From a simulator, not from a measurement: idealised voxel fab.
process module | voxel self aligned vias
cross-section cut | 225 nm wide | cells 5 nm
A cross-section is a grid of square cells, given in bands from the top down. A band is one or more rows of cells.
Each band's line starts with the height of the band's top and of its bottom, in nm. Then come its materials from left to right, each with its width in nm. One material with "throughout" fills the band from edge to edge. "air" is empty space.
Height 0 is the level under which the wafer as received is all one material. The lowest band goes on downwards, as in "0 down".
A width such as "30 to 40" changes by the same amount from each row of cells to the next, from the band's top row to its bottom row.
"no change" after a step means that no cell of the cross-section changed.
closed voids: empty space of 8 cells or more with no open way to the top, each as width x height at its distance from the left edge, in nm
after a step's settings: what the simulator itself notes on the step
overlay nm, on a step with a mask: how far to the right of its planned place the mask lay; to the left if negative
plan
1 op RECEIVE | material Si
2 op CONFORMAL_DEP | material SiO2 | thk nm 10
3 op CONFORMAL_DEP | material SiCN | thk nm 5
4 op DIRECTIONAL_DEP | material lowk | thk nm 30
5 op MASKED_ETCH | tone open | mask id LINES | width nm 30 | pitch nm 70 | etch materials lowk | depth nm 30 | overlay nm 0
6 op CONFORMAL_DEP | material TiN | thk nm 5
7 op FILL_DEP | material W | thk nm 10
8 op CMP | height nm 45
9 op SELECTIVE_ETCH | etch materials W Ru TiN | depth nm 10
10 op FILL_DEP | material SiN | thk nm 10
11 op CMP | height nm 45
12 op DIRECTIONAL_DEP | material lowk | thk nm 15
13 op MASKED_ETCH | tone open | mask id VIAS | width nm 40 | pitch nm 70 | etch materials lowk | depth nm 15 | overlay nm 0
14 op MASKED_ETCH | tone open | mask id VIAS | width nm 40 | pitch nm 70 | etch materials SiN | depth nm 10 | overlay nm 0
15 op CONFORMAL_DEP | material TiN | thk nm 5
16 op FILL_DEP | material W | thk nm 5
17 op CMP | height nm 60
18 op CONFORMAL_DEP | material SiCN | thk nm 5
first wafer, as planned
as received, after step 1
  0 down: Si throughout
  closed voids: none
after step 2
  10 to 0: SiO2 throughout
  below 0: unchanged
after step 3
  15 to 10: SiCN throughout
  below 10: unchanged
after step 4
  45 to 15: lowk throughout
  below 15: unchanged
after step 5
  45 to 15: lowk 60 | air 30 | lowk 40 | air 30 | lowk 65
  below 15: unchanged
after step 6
  50 to 45: TiN 65 | air 20 | TiN 50 | air 20 | TiN 70
  45 to 20: lowk 60 | TiN 5 | air 20 | TiN 5 | lowk 40 | TiN 5 | air 20 | TiN 5 | lowk 65
  20 to 15: lowk 60 | TiN 30 | lowk 40 | TiN 30 | lowk 65
  below 15: unchanged
after step 7
  60 to 50: W throughout
  50 to 45: TiN 65 | W 20 | TiN 50 | W 20 | TiN 70
  45 to 20: lowk 60 | TiN 5 | W 20 | TiN 5 | lowk 40 | TiN 5 | W 20 | TiN 5 | lowk 65
  below 20: unchanged
after step 8
  45 to 20: lowk 60 | TiN 5 | W 20 | TiN 5 | lowk 40 | TiN 5 | W 20 | TiN 5 | lowk 65
  below 20: unchanged
after step 9
  45 to 35: lowk 60 | air 30 | lowk 40 | air 30 | lowk 65
  below 35: unchanged
after step 10
  55 to 45: SiN throughout
  45 to 35: lowk 60 | SiN 30 | lowk 40 | SiN 30 | lowk 65
  below 35: unchanged
after step 11
  45 to 35: lowk 60 | SiN 30 | lowk 40 | SiN 30 | lowk 65
  below 35: unchanged
after step 12
  60 to 45: lowk throughout
  below 45: unchanged
after step 13
  60 to 45: lowk 55 | air 40 | lowk 30 | air 40 | lowk 60
  below 45: unchanged
after step 14
  60 to 45: lowk 55 | air 40 | lowk 30 | air 40 | lowk 60
  45 to 35: lowk 60 | air 30 | lowk 40 | air 30 | lowk 65
  below 35: unchanged
after step 15
  65 to 60: TiN 60 | air 30 | TiN 40 | air 30 | TiN 65
  60 to 50: lowk 55 | TiN 5 | air 30 | TiN 5 | lowk 30 | TiN 5 | air 30 | TiN 5 | lowk 60
  50 to 40: lowk 55 to 60 | TiN 10 to 5 | air 20 | TiN 10 to 5 | lowk 30 to 40 | TiN 10 to 5 | air 20 | TiN 10 to 5 | lowk 60 to 65
  40 to 35: lowk 60 | TiN 30 | lowk 40 | TiN 30 | lowk 65
  below 35: unchanged
after step 16
  70 to 65: W throughout
  65 to 60: TiN 60 | W 30 | TiN 40 | W 30 | TiN 65
  60 to 50: lowk 55 | TiN 5 | W 30 | TiN 5 | lowk 30 | TiN 5 | W 30 | TiN 5 | lowk 60
  50 to 40: lowk 55 to 60 | TiN 10 to 5 | W 20 | TiN 10 to 5 | lowk 30 to 40 | TiN 10 to 5 | W 20 | TiN 10 to 5 | lowk 60 to 65
  below 40: unchanged
after step 17
  60 to 50: lowk 55 | TiN 5 | W 30 | TiN 5 | lowk 30 | TiN 5 | W 30 | TiN 5 | lowk 60
  below 50: unchanged
after step 18
  65 to 60: SiCN throughout
  below 60: unchanged
second wafer: like start, like plan, one mistake. Through step 8 it matches the first wafer
when step 9 should have ended
  45 to 30: lowk 60 | air 30 | lowk 40 | air 30 | lowk 65
  below 30: unchanged
when step 10 should have ended
  55 to 45: SiN throughout
  45 to 30: lowk 60 | SiN 30 | lowk 40 | SiN 30 | lowk 65
  below 30: unchanged
when step 11 should have ended
  45 to 30: lowk 60 | SiN 30 | lowk 40 | SiN 30 | lowk 65
  below 30: unchanged
when step 12 should have ended
  60 to 45: lowk throughout
  below 45: unchanged
when step 13 should have ended
  60 to 45: lowk 55 | air 40 | lowk 30 | air 40 | lowk 60
  below 45: unchanged
when step 14 should have ended
  60 to 45: lowk 55 | air 40 | lowk 30 | air 40 | lowk 60
  45 to 35: lowk 60 | air 30 | lowk 40 | air 30 | lowk 65
  below 35: unchanged
when step 15 should have ended
  65 to 60: TiN 60 | air 30 | TiN 40 | air 30 | TiN 65
  60 to 50: lowk 55 | TiN 5 | air 30 | TiN 5 | lowk 30 | TiN 5 | air 30 | TiN 5 | lowk 60
  50 to 40: lowk 55 to 60 | TiN 10 to 5 | air 20 | TiN 10 to 5 | lowk 30 to 40 | TiN 10 to 5 | air 20 | TiN 10 to 5 | lowk 60 to 65
  40 to 35: lowk 60 | TiN 30 | lowk 40 | TiN 30 | lowk 65
  below 35: unchanged
when step 16 should have ended
  70 to 65: W throughout
  65 to 60: TiN 60 | W 30 | TiN 40 | W 30 | TiN 65
  60 to 50: lowk 55 | TiN 5 | W 30 | TiN 5 | lowk 30 | TiN 5 | W 30 | TiN 5 | lowk 60
  50 to 40: lowk 55 to 60 | TiN 10 to 5 | W 20 | TiN 10 to 5 | lowk 30 to 40 | TiN 10 to 5 | W 20 | TiN 10 to 5 | lowk 60 to 65
  below 40: unchanged
when step 17 should have ended
  60 to 50: lowk 55 | TiN 5 | W 30 | TiN 5 | lowk 30 | TiN 5 | W 30 | TiN 5 | lowk 60
  below 50: unchanged
when step 18 should have ended
  65 to 60: SiCN throughout
  below 60: unchanged
what went wrong: step 9 ran as: op SELECTIVE_ETCH | etch materials W Ru TiN | depth nm 15
at the end the second wafer has, in cells: 12 more of SiN | 4 fewer of TiN | 8 fewer of W
